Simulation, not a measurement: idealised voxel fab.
Title: Process Module voxel lift off
The cross-section on display is named cut; it measures 225 nm wide, and its cells are 5 nm squares.
Notation: cross-section as square-cell grid; stated in bands, top first, going down; one or more cell rows per band.
Top, bottom (nm), then materials left to right with widths (nm); lone material tagged "edge to edge" fills the whole band edge to edge; "blank" = empty space.
Heads up on the height convention: 0 is the point under which the incoming wafer is all one material, and the lowest band has no bottom, it just keeps going down, like "0 nm and below".
Width: "30->40" (first number = top row, second number = bottom row, same change from row to row of cells).
"no alteration" (step): cross-section cells unchanged, all of them.
Entry "Completely enclosed voids". Content: empty spaces with no open connection to the top, size 8 cells or greater. Each: width x height at distance. Distance: from left edge. Unit: nm.
Note: text after step settings on the step line = simulator remark on that step.
overlay nm: mask right of planned place by this much (step with mask). Neg. = left.
### The following list gives the planned process steps
- 1: RECEIVE with material Si
- 2: CONFORMAL_DEP with material Al2O3, thk nm 15
- 3: PATTERN with tone open, mask id LINES, material resist, width nm 25, pitch nm 40, thk nm 25, overlay nm 0
- 4: DIRECTIONAL_DEP with material Ru, thk nm 15
- 5: STRIP with etch materials resist
- 6: CONFORMAL_DEP with material SiN, thk nm 5
### The cross-section here shows the wafer as received, i.e. in its state after step 1
	0 nm and below  Si edge to edge
	Completely enclosed voids: none
### Cross-sectional result after module completion. Note: starting condition and plan are unchanged from above; one processing mistake was made
	35 nm to 30 nm  blank 80 nm, then SiN 25 nm, then blank 15 nm, then SiN 25 nm, then blank 80 nm
	30 nm to 20 nm  blank 80 nm, then SiN 5 nm, then Ru 15 nm, then SiN 5 nm, then blank 15 nm, then SiN 5 nm, then Ru 15 nm, then SiN 5 nm, then blank 80 nm
	20 nm to 15 nm  SiN 85 nm, then Ru 15 nm, then SiN 25 nm, then Ru 15 nm, then SiN 85 nm
	15 nm to 0 nm  Al2O3 edge to edge
	0 nm and below  Si edge to edge
	Completely enclosed voids: none
The plan and the run diverged here: in deviation from the planned setting, step 3 was conducted as PATTERN with tone open, mask id LINES, material resist, width nm 15, pitch nm 40, thk nm 25, overlay nm 0
